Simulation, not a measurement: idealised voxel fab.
Herein follows the process module entitled voxel transistor to metal.
We display cut, a cross-section 300 nm in width whose square cells are each 5 nm.
Cross-section format: a grid of square cells, given as bands from top to bottom; each band is one or more rows of cells.
The entry gives the band's vertical extent as a top height and a bottom height in nm, then its horizontal make-up as materials from left to right, each with a width in nm. "empty" stands for empty space; a single material marked "edge to edge" fills the band edge to edge.
Heads up on the height convention: 0 is the point under which the incoming wafer is all one material, and the lowest band has no bottom, it just keeps going down, like "0 nm and below".
Top row gets the first number, bottom row gets the second, and each row in between changes by the same step: that is how a band width like "30..40" works.
Any step labelled "nothing got changed" changed none of the cells in the cross-section.
Enclosed voids (no open way to top), threshold 8 cells or more, entry "Sealed voids", notation width x height at distance, distance from left edge, nm.
Whatever follows a step's settings on its line is a remark the simulator itself makes about that step.
"overlay nm" denotes, for a step that has a mask, the displacement of the mask to the right of its planned place, with negative values corresponding to the left.
Below you will find pairs of cross-sections. In each, one shows the wafer before one process step and the other after it, with the after view ending at the lowest band that changed. Under each pair is the step separating them, along with its settings. Do not assume the pairs form a chain: they can come from different runs of this module on the same starting wafer, and a pair continues from the pair above it only when its "Pre-step" entry says so.
Pre-step:
25 nm to 20 nm = TiN: 50 | empty: 5 | TiN: 65 | empty: 5 | TiN: 50 | empty: 5 | TiN: 65 | empty: 5 | TiN: 50
20 nm to 10 nm = SiO2: 45 | TiN: 5 | empty: 5 | TiN: 5 | SiO2: 55 | TiN: 5 | empty: 5 | TiN: 5 | SiO2: 40 | TiN: 5 | empty: 5 | TiN: 5 | SiO2: 55 | TiN: 5 | empty: 5 | TiN: 5 | SiO2: 45
10 nm to 5 nm = SiO2: 45 | TiN: 5 | empty: 5 | TiN: 5 | SiO2: 5 | SiN: 10 | HfO2: 5 | TiN: 5 | W: 5 | TiN: 5 | HfO2: 5 | SiN: 10 | SiO2: 5 | TiN: 5 | empty: 5 | TiN: 5 | SiO2: 40 | TiN: 5 | empty: 5 | TiN: 5 | SiO2: 5 | SiN: 10 | HfO2: 5 | TiN: 5 | W: 5 | TiN: 5 | HfO2: 5 | SiN: 10 | SiO2: 5 | TiN: 5 | empty: 5 | TiN: 5 | SiO2: 45
5 nm to 0 nm = SiO2: 45 | TiN: 15 | SiO2: 5 | SiN: 10 | HfO2: 5 | TiN: 5 | W: 5 | TiN: 5 | HfO2: 5 | SiN: 10 | SiO2: 5 | TiN: 5 | empty: 5 | TiN: 5 | SiO2: 40 | TiN: 15 | SiO2: 5 | SiN: 10 | HfO2: 5 | TiN: 5 | W: 5 | TiN: 5 | HfO2: 5 | SiN: 10 | SiO2: 5 | TiN: 5 | empty: 5 | TiN: 5 | SiO2: 45
0 nm to -5 nm = SiO2: 45 | SiN: 10 | TiN: 5 | SiO2: 5 | SiN: 10 | HfO2: 5 | TiN: 15 | HfO2: 5 | SiN: 10 | SiO2: 5 | TiN: 15 | SiO2: 10 | SiN: 10 | SiO2: 20 | SiN: 10 | TiN: 5 | SiO2: 5 | SiN: 10 | HfO2: 5 | TiN: 15 | HfO2: 5 | SiN: 10 | SiO2: 5 | TiN: 15 | SiO2: 10 | SiN: 10 | SiO2: 25
-5 nm to -10 nm = SiO2: 55 | nSi: 10 | SiO2: 5 | HfO2: 35 | SiO2: 5 | nSi: 30 | SiO2: 40 | nSi: 10 | SiO2: 5 | HfO2: 35 | SiO2: 5 | nSi: 30 | SiO2: 35
-10 nm to -35 nm = SiO2: 50 | Si: 95 | SiO2: 30 | Si: 95 | SiO2: 30
-35 nm and below = Si edge to edge
Sealed voids: none
As Processed:
35 nm to 25 nm = Ru edge to edge
25 nm to 20 nm = TiN: 50 | Ru: 5 | TiN: 65 | Ru: 5 | TiN: 50 | Ru: 5 | TiN: 65 | Ru: 5 | TiN: 50
20 nm to 10 nm = SiO2: 45 | TiN: 5 | Ru: 5 | TiN: 5 | SiO2: 55 | TiN: 5 | Ru: 5 | TiN: 5 | SiO2: 40 | TiN: 5 | Ru: 5 | TiN: 5 | SiO2: 55 | TiN: 5 | Ru: 5 | TiN: 5 | SiO2: 45
10 nm to 5 nm = SiO2: 45 | TiN: 5 | Ru: 5 | TiN: 5 | SiO2: 5 | SiN: 10 | HfO2: 5 | TiN: 5 | W: 5 | TiN: 5 | HfO2: 5 | SiN: 10 | SiO2: 5 | TiN: 5 | Ru: 5 | TiN: 5 | SiO2: 40 | TiN: 5 | Ru: 5 | TiN: 5 | SiO2: 5 | SiN: 10 | HfO2: 5 | TiN: 5 | W: 5 | TiN: 5 | HfO2: 5 | SiN: 10 | SiO2: 5 | TiN: 5 | Ru: 5 | TiN: 5 | SiO2: 45
5 nm to 0 nm = SiO2: 45 | TiN: 15 | SiO2: 5 | SiN: 10 | HfO2: 5 | TiN: 5 | W: 5 | TiN: 5 | HfO2: 5 | SiN: 10 | SiO2: 5 | TiN: 5 | Ru: 5 | TiN: 5 | SiO2: 40 | TiN: 15 | SiO2: 5 | SiN: 10 | HfO2: 5 | TiN: 5 | W: 5 | TiN: 5 | HfO2: 5 | SiN: 10 | SiO2: 5 | TiN: 5 | Ru: 5 | TiN: 5 | SiO2: 45
below 0: unchanged
Sealed voids: none
The transition between the preceding cross-sections is accomplished by FILL_DEP with material Ru, thk nm 10
Pre-step: nothing new to draw here, it's the after view of the pair just above.
As Processed:
20 nm to 10 nm = SiO2: 45 | TiN: 5 | Ru: 5 | TiN: 5 | SiO2: 55 | TiN: 5 | Ru: 5 | TiN: 5 | SiO2: 40 | TiN: 5 | Ru: 5 | TiN: 5 | SiO2: 55 | TiN: 5 | Ru: 5 | TiN: 5 | SiO2: 45
below 10: unchanged
Sealed voids: none
The transition between the preceding cross-sections is accomplished by CMP with height nm 20
Pre-step: nothing new to draw here, it's the after view of the pair just above.
As Processed:
25 nm to 20 nm = SiCN edge to edge
below 20: unchanged
Sealed voids: none
The transition between the preceding cross-sections is accomplished by CONFORMAL_DEP with material SiCN, thk nm 5
Pre-step: nothing new to draw here, it's the after view of the pair just above.
As Processed:
45 nm to 25 nm = lowk edge to edge
below 25: unchanged
Sealed voids: none
The transition between the preceding cross-sections is accomplished by DIRECTIONAL_DEP with material lowk, thk nm 20
Pre-step: nothing new to draw here, it's the after view of the pair just above.
As Processed:
55 nm to 45 nm = aC edge to edge
below 45: unchanged
Sealed voids: none
The transition between the preceding cross-sections is accomplished by DIRECTIONAL_DEP with material aC, thk nm 10
Pre-step: nothing new to draw here, it's the after view of the pair just above.
As Processed:
85 nm to 55 nm = resist: 45 | empty: 15 | resist: 55 | empty: 15 | resist: 40 | empty: 15 | resist: 55 | empty: 15 | resist: 45
below 55: unchanged
Sealed voids: none
The transition between the preceding cross-sections is accomplished by PATTERN with tone open, mask id METAL_1, material resist, width nm 15, thk nm 30, overlay nm 0
Pre-step: nothing new to draw here, it's the after view of the pair just above.
As Processed:
75 nm to 55 nm = resist: 45 | empty: 15 | resist: 55 | empty: 15 | resist: 40 | empty: 15 | resist: 55 | empty: 15 | resist: 45
55 nm to 45 nm = aC: 45 | empty: 15 | aC: 55 | empty: 15 | aC: 40 | empty: 15 | aC: 55 | empty: 15 | aC: 45
below 45: unchanged
Sealed voids: none
The transition between the preceding cross-sections is accomplished by DIRECTIONAL_ETCH with etch materials aC, depth nm 10
Pre-step: nothing new to draw here, it's the after view of the pair just above.
As Processed:
55 nm to 45 nm = aC: 45 | empty: 15 | aC: 55 | empty: 15 | aC: 40 | empty: 15 | aC: 55 | empty: 15 | aC: 45
below 45: unchanged
Sealed voids: none
The transition between the preceding cross-sections is accomplished by STRIP with etch materials resist
Pre-step: nothing new to draw here, it's the after view of the pair just above.
As Processed:
55 nm to 45 nm = aC: 45 | empty: 15 | aC: 55 | empty: 15 | aC: 40 | empty: 15 | aC: 55 | empty: 15 | aC: 45
45 nm to 25 nm = lowk: 45 | empty: 15 | lowk: 55 | empty: 15 | lowk: 40 | empty: 15 | lowk: 55 | empty: 15 | lowk: 45
below 25: unchanged
Sealed voids: none
The transition between the preceding cross-sections is accomplished by DIRECTIONAL_ETCH with etch materials lowk, depth nm 20
Pre-step: nothing new to draw here, it's the after view of the pair just above.
As Processed:
55 nm to 45 nm = aC: 45 | empty: 15 | aC: 55 | empty: 15 | aC: 40 | empty: 15 | aC: 55 | empty: 15 | aC: 45
45 nm to 25 nm = lowk: 45 | empty: 15 | lowk: 55 | empty: 15 | lowk: 40 | empty: 15 | lowk: 55 | empty: 15 | lowk: 45
25 nm to 20 nm = SiCN: 45 | empty: 15 | SiCN: 55 | empty: 15 | SiCN: 40 | empty: 15 | SiCN: 55 | empty: 15 | SiCN: 45
below 20: unchanged
Sealed voids: none
The transition between the preceding cross-sections is accomplished by DIRECTIONAL_ETCH with etch materials SiCN, depth nm 5
Pre-step: nothing new to draw here, it's the after view of the pair just above.
As Processed:
45 nm to 25 nm = lowk: 45 | empty: 15 | lowk: 55 | empty: 15 | lowk: 40 | empty: 15 | lowk: 55 | empty: 15 | lowk: 45
below 25: unchanged
Sealed voids: none
The transition between the preceding cross-sections is accomplished by STRIP with etch materials aC
Pre-step: nothing new to draw here, it's the after view of the pair just above.
As Processed:
50 nm to 45 nm = TiN: 50 | empty: 5 | TiN: 65 | empty: 5 | TiN: 50 | empty: 5 | TiN: 65 | empty: 5 | TiN: 50
45 nm to 25 nm = lowk: 45 | TiN: 5 | empty: 5 | TiN: 5 | lowk: 55 | TiN: 5 | empty: 5 | TiN: 5 | lowk: 40 | TiN: 5 | empty: 5 | TiN: 5 | lowk: 55 | TiN: 5 | empty: 5 | TiN: 5 | lowk: 45
25 nm to 20 nm = SiCN: 45 | TiN: 15 | SiCN: 55 | TiN: 15 | SiCN: 40 | TiN: 15 | SiCN: 55 | TiN: 15 | SiCN: 45
below 20: unchanged
Sealed voids: none
The transition between the preceding cross-sections is accomplished by CONFORMAL_DEP with material TiN, thk nm 5
Pre-step: nothing new to draw here, it's the after view of the pair just above.
As Processed:
60 nm to 50 nm = Ru edge to edge
50 nm to 45 nm = TiN: 50 | Ru: 5 | TiN: 65 | Ru: 5 | TiN: 50 | Ru: 5 | TiN: 65 | Ru: 5 | TiN: 50
45 nm to 25 nm = lowk: 45 | TiN: 5 | Ru: 5 | TiN: 5 | lowk: 55 | TiN: 5 | Ru: 5 | TiN: 5 | lowk: 40 | TiN: 5 | Ru: 5 | TiN: 5 | lowk: 55 | TiN: 5 | Ru: 5 | TiN: 5 | lowk: 45
below 25: unchanged
Sealed voids: none
The transition between the preceding cross-sections is accomplished by FILL_DEP with material Ru, thk nm 10
Pre-step: nothing new to draw here, it's the after view of the pair just above.
As Processed:
45 nm to 25 nm = lowk: 45 | TiN: 5 | Ru: 5 | TiN: 5 | lowk: 55 | TiN: 5 | Ru: 5 | TiN: 5 | lowk: 40 | TiN: 5 | Ru: 5 | TiN: 5 | lowk: 55 | TiN: 5 | Ru: 5 | TiN: 5 | lowk: 45
below 25: unchanged
Sealed voids: none
The transition between the preceding cross-sections is accomplished by CMP with height nm 45
Pre-step: nothing new to draw here, it's the after view of the pair just above.
As Processed:
50 nm to 45 nm = SiCN edge to edge
below 45: unchanged
Sealed voids: none
The transition between the preceding cross-sections is accomplished by CONFORMAL_DEP with material SiCN, thk nm 5
Pre-step: nothing new to draw here, it's the after view of the pair just above.
As Processed:
80 nm to 50 nm = SiO2 edge to edge
below 50: unchanged
Sealed voids: none
The transition between the preceding cross-sections is accomplished by DIRECTIONAL_DEP with material SiO2, thk nm 30
Pre-step: nothing new to draw here, it's the after view of the pair just above.
As Processed:
95 nm to 80 nm = resist: 45 | empty: 15 | resist: 110 | empty: 15 | resist: 115
below 80: unchanged
Sealed voids: none
The transition between the preceding cross-sections is accomplished by PATTERN with tone open, mask id METAL_2, material resist, width nm 15, pitch nm 125, thk nm 15, overlay nm 0
Pre-step: nothing new to draw here, it's the after view of the pair just above.
As Processed:
95 nm to 80 nm = resist: 45 | empty: 15 | resist: 110 | empty: 15 | resist: 115
80 nm to 65 nm = SiO2: 45 | empty: 15 | SiO2: 110 | empty: 15 | SiO2: 115
below 65: unchanged
Sealed voids: none
The transition between the preceding cross-sections is accomplished by DIRECTIONAL_ETCH with etch materials SiO2, depth nm 15
Pre-step: nothing new to draw here, it's the after view of the pair just above.
As Processed:
80 nm to 65 nm = SiO2: 45 | empty: 15 | SiO2: 110 | empty: 15 | SiO2: 115
below 65: unchanged
Sealed voids: none
The transition between the preceding cross-sections is accomplished by STRIP with etch materials resist
Pre-step: nothing new to draw here, it's the after view of the pair just above.
As Processed:
100 nm to 80 nm = resist: 45 | empty: 15 | resist: 110 | empty: 15 | resist: 115
below 80: unchanged
Sealed voids: none
The transition between the preceding cross-sections is accomplished by PATTERN with tone open, mask id METAL_2_HOLES, material resist, width nm 15, pitch nm 125, thk nm 20, overlay nm 0
Pre-step: nothing new to draw here, it's the after view of the pair just above.
As Processed:
100 nm to 80 nm = resist: 45 | empty: 15 | resist: 110 | empty: 15 | resist: 115
80 nm to 50 nm = SiO2: 45 | empty: 15 | SiO2: 110 | empty: 15 | SiO2: 115
below 50: unchanged
Sealed voids: none
The transition between the preceding cross-sections is accomplished by DIRECTIONAL_ETCH with etch materials SiO2, depth nm 15
Pre-step: nothing new to draw here, it's the after view of the pair just above.
As Processed:
100 nm to 80 nm = resist: 45 | empty: 15 | resist: 110 | empty: 15 | resist: 115
80 nm to 50 nm = SiO2: 45 | empty: 15 | SiO2: 110 | empty: 15 | SiO2: 115
50 nm to 45 nm = SiCN: 45 | empty: 15 | SiCN: 110 | empty: 15 | SiCN: 115
below 45: unchanged
Sealed voids: none
The transition between the preceding cross-sections is accomplished by DIRECTIONAL_ETCH with etch materials SiCN, depth nm 5
Pre-step: nothing new to draw here, it's the after view of the pair just above.
As Processed:
80 nm to 50 nm = SiO2: 45 | empty: 15 | SiO2: 110 | empty: 15 | SiO2: 115
below 50: unchanged
Sealed voids: none
The transition between the preceding cross-sections is accomplished by STRIP with etch materials resist
Pre-step: nothing new to draw here, it's the after view of the pair just above.
As Processed:
85 nm to 80 nm = TiN: 50 | empty: 5 | TiN: 120 | empty: 5 | TiN: 120
80 nm to 50 nm = SiO2: 45 | TiN: 5 | empty: 5 | TiN: 5 | SiO2: 110 | TiN: 5 | empty: 5 | TiN: 5 | SiO2: 115
50 nm to 45 nm = SiCN: 45 | TiN: 15 | SiCN: 110 | TiN: 15 | SiCN: 115
below 45: unchanged
Sealed voids: none
The transition between the preceding cross-sections is accomplished by CONFORMAL_DEP with material TiN, thk nm 5
Pre-step: nothing new to draw here, it's the after view of the pair just above.
As Processed:
95 nm to 85 nm = Ru edge to edge
85 nm to 80 nm = TiN: 50 | Ru: 5 | TiN: 120 | Ru: 5 | TiN: 120
80 nm to 50 nm = SiO2: 45 | TiN: 5 | Ru: 5 | TiN: 5 | SiO2: 110 | TiN: 5 | Ru: 5 | TiN: 5 | SiO2: 115
below 50: unchanged
Sealed voids: none
The transition between the preceding cross-sections is accomplished by FILL_DEP with material Ru, thk nm 10
Pre-step: nothing new to draw here, it's the after view of the pair just above.
As Processed:
80 nm to 50 nm = SiO2: 45 | TiN: 5 | Ru: 5 | TiN: 5 | SiO2: 110 | TiN: 5 | Ru: 5 | TiN: 5 | SiO2: 115
below 50: unchanged
Sealed voids: none
The transition between the preceding cross-sections is accomplished by CMP with height nm 80
Pre-step: nothing new to draw here, it's the after view of the pair just above.
As Processed:
85 nm to 80 nm = SiN edge to edge
below 80: unchanged
Sealed voids: none
The transition between the preceding cross-sections is accomplished by CONFORMAL_DEP with material SiN, thk nm 5
Pre-step:
30 nm to 15 nm = empty: 75 | SiCN: 25 | empty: 100 | SiCN: 25 | empty: 75
15 nm to 0 nm = empty: 75 | polySi: 25 | empty: 100 | polySi: 25 | empty: 75
0 nm to -5 nm = SiO2: 35 | empty: 40 | polySi: 25 | empty: 40 | SiO2: 20 | empty: 40 | polySi: 25 | empty: 40 | SiO2: 35
-5 nm to -10 nm = SiO2 edge to edge
-10 nm to -35 nm = SiO2: 40 | Si: 95 | SiO2: 30 | Si: 95 | SiO2: 40
-35 nm and below = Si edge to edge
Sealed voids: none
As Processed:
40 nm to 30 nm = empty: 65 | lowk: 45 | empty: 80 | lowk: 45 | empty: 65
30 nm to 15 nm = empty: 65 | lowk: 10 | SiCN: 25 | lowk: 10 | empty: 80 | lowk: 10 | SiCN: 25 | lowk: 10 | empty: 65
15 nm to 10 nm = empty: 65 | lowk: 10 | polySi: 25 | lowk: 10 | empty: 80 | lowk: 10 | polySi: 25 | lowk: 10 | empty: 65
10 nm to 5 nm = lowk: 45 | empty: 20 | lowk: 10 | polySi: 25 | lowk: 10 | empty: 20 | lowk: 40 | empty: 20 | lowk: 10 | polySi: 25 | lowk: 10 | empty: 20 | lowk: 45
5 nm to 0 nm = lowk: 75 | polySi: 25 | lowk: 100 | polySi: 25 | lowk: 75
0 nm to -5 nm = SiO2: 35 | lowk: 40 | polySi: 25 | lowk: 40 | SiO2: 20 | lowk: 40 | polySi: 25 | lowk: 40 | SiO2: 35
below -5: unchanged
Sealed voids: none
The transition between the preceding cross-sections is accomplished by CONFORMAL_DEP with material lowk, thk nm 10
Pre-step: nothing new to draw here, it's the after view of the pair just above.
As Processed:
45 nm to 40 nm = SiO2 edge to edge
40 nm to 30 nm = SiO2: 65 | lowk: 45 | SiO2: 80 | lowk: 45 | SiO2: 65
30 nm to 15 nm = SiO2: 65 | lowk: 10 | SiCN: 25 | lowk: 10 | SiO2: 80 | lowk: 10 | SiCN: 25 | lowk: 10 | SiO2: 65
15 nm to 10 nm = SiO2: 65 | lowk: 10 | polySi: 25 | lowk: 10 | SiO2: 80 | lowk: 10 | polySi: 25 | lowk: 10 | SiO2: 65
10 nm to 5 nm = lowk: 45 | SiO2: 20 | lowk: 10 | polySi: 25 | lowk: 10 | SiO2: 20 | lowk: 40 | SiO2: 20 | lowk: 10 | polySi: 25 | lowk: 10 | SiO2: 20 | lowk: 45
below 5: unchanged
Sealed voids: none
The transition between the preceding cross-sections is accomplished by FILL_DEP with material SiO2, thk nm 5
Pre-step: nothing new to draw here, it's the after view of the pair just above.
As Processed:
15 nm to 10 nm = SiO2: 65 | lowk: 10 | polySi: 25 | lowk: 10 | SiO2: 80 | lowk: 10 | polySi: 25 | lowk: 10 | SiO2: 65
below 10: unchanged
Sealed voids: none
The transition between the preceding cross-sections is accomplished by CMP with height nm 15
Pre-step: nothing new to draw here, it's the after view of the pair just above.
As Processed:
15 nm to 10 nm = SiO2: 65 | lowk: 10 | empty: 25 | lowk: 10 | SiO2: 80 | lowk: 10 | empty: 25 | lowk: 10 | SiO2: 65
10 nm to 5 nm = lowk: 45 | SiO2: 20 | lowk: 10 | empty: 25 | lowk: 10 | SiO2: 20 | lowk: 40 | SiO2: 20 | lowk: 10 | empty: 25 | lowk: 10 | SiO2: 20 | lowk: 45
5 nm to 0 nm = lowk: 75 | empty: 25 | lowk: 100 | empty: 25 | lowk: 75
0 nm to -5 nm = SiO2: 35 | lowk: 40 | empty: 25 | lowk: 40 | SiO2: 20 | lowk: 40 | empty: 25 | lowk: 40 | SiO2: 35
below -5: unchanged
Sealed voids: none
The transition between the preceding cross-sections is accomplished by STRIP with etch materials polySi
Pre-step: nothing new to draw here, it's the after view of the pair just above.
As Processed:
15 nm to 10 nm = empty: 65 | lowk: 10 | empty: 25 | lowk: 10 | empty: 80 | lowk: 10 | empty: 25 | lowk: 10 | empty: 65
10 nm to 5 nm = lowk: 45 | SiO2: 20 | lowk: 10 | empty: 25 | lowk: 10 | SiO2: 20 | lowk: 40 | SiO2: 20 | lowk: 10 | empty: 25 | lowk: 10 | SiO2: 20 | lowk: 45
5 nm to 0 nm = lowk: 75 | empty: 25 | lowk: 100 | empty: 25 | lowk: 75
0 nm to -5 nm = SiO2: 35 | lowk: 40 | empty: 25 | lowk: 40 | SiO2: 20 | lowk: 40 | empty: 25 | lowk: 40 | SiO2: 35
-5 nm to -10 nm = SiO2: 70 | empty: 35 | SiO2: 90 | empty: 35 | SiO2: 70
below -10: unchanged
Sealed voids: none
The transition between the preceding cross-sections is accomplished by SELECTIVE_ETCH with etch materials SiO2, depth nm 5
Pre-step: nothing new to draw here, it's the after view of the pair just above.
As Processed:
20 nm to 15 nm = empty: 60 | HfO2: 20 | empty: 15 | HfO2: 20 | empty: 70 | HfO2: 20 | empty: 15 | HfO2: 20 | empty: 60
15 nm to 10 nm = HfO2: 65 | lowk: 10 | HfO2: 5 | empty: 15 | HfO2: 5 | lowk: 10 | HfO2: 80 | lowk: 10 | HfO2: 5 | empty: 15 | HfO2: 5 | lowk: 10 | HfO2: 65
10 nm to 5 nm = lowk: 45 | SiO2: 20 | lowk: 10 | HfO2: 5 | empty: 15 | HfO2: 5 | lowk: 10 | SiO2: 20 | lowk: 40 | SiO2: 20 | lowk: 10 | HfO2: 5 | empty: 15 | HfO2: 5 | lowk: 10 | SiO2: 20 | lowk: 45
5 nm to 0 nm = lowk: 75 | HfO2: 5 | empty: 15 | HfO2: 5 | lowk: 100 | HfO2: 5 | empty: 15 | HfO2: 5 | lowk: 75
0 nm to -5 nm = SiO2: 35 | lowk: 40 | HfO2: 5 | empty: 15 | HfO2: 5 | lowk: 40 | SiO2: 20 | lowk: 40 | HfO2: 5 | empty: 15 | HfO2: 5 | lowk: 40 | SiO2: 35
-5 nm to -10 nm = SiO2: 70 | HfO2: 35 | SiO2: 90 | HfO2: 35 | SiO2: 70
below -10: unchanged
Sealed voids: none
The transition between the preceding cross-sections is accomplished by CONFORMAL_DEP with material HfO2, thk nm 5
Pre-step: nothing new to draw here, it's the after view of the pair just above.
As Processed:
25 nm to 20 nm = empty: 55 | TiN: 30 | empty: 5 | TiN: 30 | empty: 60 | TiN: 30 | empty: 5 | TiN: 30 | empty: 55
20 nm to 15 nm = TiN: 60 | HfO2: 20 | TiN: 5 | empty: 5 | TiN: 5 | HfO2: 20 | TiN: 70 | HfO2: 20 | TiN: 5 | empty: 5 | TiN: 5 | HfO2: 20 | TiN: 60
15 nm to 10 nm = HfO2: 65 | lowk: 10 | HfO2: 5 | TiN: 5 | empty: 5 | TiN: 5 | HfO2: 5 | lowk: 10 | HfO2: 80 | lowk: 10 | HfO2: 5 | TiN: 5 | empty: 5 | TiN: 5 | HfO2: 5 | lowk: 10 | HfO2: 65
10 nm to 5 nm = lowk: 45 | SiO2: 20 | lowk: 10 | HfO2: 5 | TiN: 5 | empty: 5 | TiN: 5 | HfO2: 5 | lowk: 10 | SiO2: 20 | lowk: 40 | SiO2: 20 | lowk: 10 | HfO2: 5 | TiN: 5 | empty: 5 | TiN: 5 | HfO2: 5 | lowk: 10 | SiO2: 20 | lowk: 45
5 nm to 0 nm = lowk: 75 | HfO2: 5 | TiN: 5 | empty: 5 | TiN: 5 | HfO2: 5 | lowk: 100 | HfO2: 5 | TiN: 5 | empty: 5 | TiN: 5 | HfO2: 5 | lowk: 75
0 nm to -5 nm = SiO2: 35 | lowk: 40 | HfO2: 5 | TiN: 15 | HfO2: 5 | lowk: 40 | SiO2: 20 | lowk: 40 | HfO2: 5 | TiN: 15 | HfO2: 5 | lowk: 40 | SiO2: 35
below -5: unchanged
Sealed voids: none
The transition between the preceding cross-sections is accomplished by CONFORMAL_DEP with material TiN, thk nm 5
Pre-step: nothing new to draw here, it's the after view of the pair just above.
As Processed:
30 nm to 25 nm = W edge to edge
25 nm to 20 nm = W: 55 | TiN: 30 | W: 5 | TiN: 30 | W: 60 | TiN: 30 | W: 5 | TiN: 30 | W: 55
20 nm to 15 nm = TiN: 60 | HfO2: 20 | TiN: 5 | W: 5 | TiN: 5 | HfO2: 20 | TiN: 70 | HfO2: 20 | TiN: 5 | W: 5 | TiN: 5 | HfO2: 20 | TiN: 60
15 nm to 10 nm = HfO2: 65 | lowk: 10 | HfO2: 5 | TiN: 5 | W: 5 | TiN: 5 | HfO2: 5 | lowk: 10 | HfO2: 80 | lowk: 10 | HfO2: 5 | TiN: 5 | W: 5 | TiN: 5 | HfO2: 5 | lowk: 10 | HfO2: 65
10 nm to 5 nm = lowk: 45 | SiO2: 20 | lowk: 10 | HfO2: 5 | TiN: 5 | W: 5 | TiN: 5 | HfO2: 5 | lowk: 10 | SiO2: 20 | lowk: 40 | SiO2: 20 | lowk: 10 | HfO2: 5 | TiN: 5 | W: 5 | TiN: 5 | HfO2: 5 | lowk: 10 | SiO2: 20 | lowk: 45
5 nm to 0 nm = lowk: 75 | HfO2: 5 | TiN: 5 | W: 5 | TiN: 5 | HfO2: 5 | lowk: 100 | HfO2: 5 | TiN: 5 | W: 5 | TiN: 5 | HfO2: 5 | lowk: 75
below 0: unchanged
Sealed voids: none
The transition between the preceding cross-sections is accomplished by FILL_DEP with material W, thk nm 5
Pre-step: nothing new to draw here, it's the after view of the pair just above.
As Processed:
10 nm to 5 nm = lowk: 45 | SiO2: 20 | lowk: 10 | HfO2: 5 | TiN: 5 | W: 5 | TiN: 5 | HfO2: 5 | lowk: 10 | SiO2: 20 | lowk: 40 | SiO2: 20 | lowk: 10 | HfO2: 5 | TiN: 5 | W: 5 | TiN: 5 | HfO2: 5 | lowk: 10 | SiO2: 20 | lowk: 45
below 5: unchanged
Sealed voids: none
The transition between the preceding cross-sections is accomplished by CMP with height nm 10
Pre-step: nothing new to draw here, it's the after view of the pair just above.
As Processed:
20 nm to 10 nm = SiO2 edge to edge
below 10: unchanged
Sealed voids: none
The transition between the preceding cross-sections is accomplished by DIRECTIONAL_DEP with material SiO2, thk nm 10
Pre-step: nothing new to draw here, it's the after view of the pair just above.
As Processed:
40 nm to 20 nm = resist: 45 | empty: 15 | resist: 55 | empty: 15 | resist: 40 | empty: 15 | resist: 55 | empty: 15 | resist: 45
below 20: unchanged
Sealed voids: none
The transition between the preceding cross-sections is accomplished by PATTERN with tone open, mask id CONTACT, material resist, width nm 15, thk nm 20, overlay nm 0
Pre-step: nothing new to draw here, it's the after view of the pair just above.
As Processed:
40 nm to 20 nm = resist: 45 | empty: 15 | resist: 55 | empty: 15 | resist: 40 | empty: 15 | resist: 55 | empty: 15 | resist: 45
20 nm to 10 nm = SiO2: 45 | empty: 15 | SiO2: 55 | empty: 15 | SiO2: 40 | empty: 15 | SiO2: 55 | empty: 15 | SiO2: 45
10 nm to 5 nm = lowk: 45 | empty: 15 | SiO2: 5 | lowk: 10 | HfO2: 5 | TiN: 5 | W: 5 | TiN: 5 | HfO2: 5 | lowk: 10 | SiO2: 5 | empty: 15 | lowk: 40 | empty: 15 | SiO2: 5 | lowk: 10 | HfO2: 5 | TiN: 5 | W: 5 | TiN: 5 | HfO2: 5 | lowk: 10 | SiO2: 5 | empty: 15 | lowk: 45
below 5: unchanged
Sealed voids: none
The transition between the preceding cross-sections is accomplished by DIRECTIONAL_ETCH with etch materials SiO2, depth nm 25
Pre-step: nothing new to draw here, it's the after view of the pair just above.
As Processed:
20 nm to 10 nm = SiO2: 45 | empty: 15 | SiO2: 55 | empty: 15 | SiO2: 40 | empty: 15 | SiO2: 55 | empty: 15 | SiO2: 45
below 10: unchanged
Sealed voids: none
The transition between the preceding cross-sections is accomplished by STRIP with etch materials resist
Pre-step: nothing new to draw here, it's the after view of the pair just above.
As Processed:
25 nm to 20 nm = TiN: 50 | empty: 5 | TiN: 65 | empty: 5 | TiN: 50 | empty: 5 | TiN: 65 | empty: 5 | TiN: 50
20 nm to 10 nm = SiO2: 45 | TiN: 5 | empty: 5 | TiN: 5 | SiO2: 55 | TiN: 5 | empty: 5 | TiN: 5 | SiO2: 40 | TiN: 5 | empty: 5 | TiN: 5 | SiO2: 55 | TiN: 5 | empty: 5 | TiN: 5 | SiO2: 45
10 nm to 5 nm = lowk: 45 | TiN: 15 | SiO2: 5 | lowk: 10 | HfO2: 5 | TiN: 5 | W: 5 | TiN: 5 | HfO2: 5 | lowk: 10 | SiO2: 5 | TiN: 15 | lowk: 40 | TiN: 15 | SiO2: 5 | lowk: 10 | HfO2: 5 | TiN: 5 | W: 5 | TiN: 5 | HfO2: 5 | lowk: 10 | SiO2: 5 | TiN: 15 | lowk: 45
below 5: unchanged
Sealed voids: none
The transition between the preceding cross-sections is accomplished by CONFORMAL_DEP with material TiN, thk nm 5
Pre-step: nothing new to draw here, it's the after view of the pair just above.
As Processed:
35 nm to 25 nm = Ru edge to edge
25 nm to 20 nm = TiN: 50 | Ru: 5 | TiN: 65 | Ru: 5 | TiN: 50 | Ru: 5 | TiN: 65 | Ru: 5 | TiN: 50
20 nm to 10 nm = SiO2: 45 | TiN: 5 | Ru: 5 | TiN: 5 | SiO2: 55 | TiN: 5 | Ru: 5 | TiN: 5 | SiO2: 40 | TiN: 5 | Ru: 5 | TiN: 5 | SiO2: 55 | TiN: 5 | Ru: 5 | TiN: 5 | SiO2: 45
below 10: unchanged
Sealed voids: none
The transition between the preceding cross-sections is accomplished by FILL_DEP with material Ru, thk nm 10
Pre-step: nothing new to draw here, it's the after view of the pair just above.
As Processed:
20 nm to 10 nm = SiO2: 45 | TiN: 5 | Ru: 5 | TiN: 5 | SiO2: 55 | TiN: 5 | Ru: 5 | TiN: 5 | SiO2: 40 | TiN: 5 | Ru: 5 | TiN: 5 | SiO2: 55 | TiN: 5 | Ru: 5 | TiN: 5 | SiO2: 45
below 10: unchanged
Sealed voids: none
The transition between the preceding cross-sections is accomplished by CMP with height nm 20
Pre-step: nothing new to draw here, it's the after view of the pair just above.
As Processed:
25 nm to 20 nm = SiCN edge to edge
below 20: unchanged
Sealed voids: none
The transition between the preceding cross-sections is accomplished by CONFORMAL_DEP with material SiCN, thk nm 5
Pre-step: nothing new to draw here, it's the after view of the pair just above.
As Processed:
45 nm to 25 nm = lowk edge to edge
below 25: unchanged
Sealed voids: none
The transition between the preceding cross-sections is accomplished by DIRECTIONAL_DEP with material lowk, thk nm 20
Pre-step: nothing new to draw here, it's the after view of the pair just above.
As Processed:
55 nm to 45 nm = aC edge to edge
below 45: unchanged
Sealed voids: none
The transition between the preceding cross-sections is accomplished by DIRECTIONAL_DEP with material aC, thk nm 10
Pre-step: nothing new to draw here, it's the after view of the pair just above.
As Processed:
85 nm to 55 nm = resist: 45 | empty: 15 | resist: 55 | empty: 15 | resist: 40 | empty: 15 | resist: 55 | empty: 15 | resist: 45
below 55: unchanged
Sealed voids: none
The transition between the preceding cross-sections is accomplished by PATTERN with tone open, mask id METAL_1, material resist, width nm 15, thk nm 30, overlay nm 0
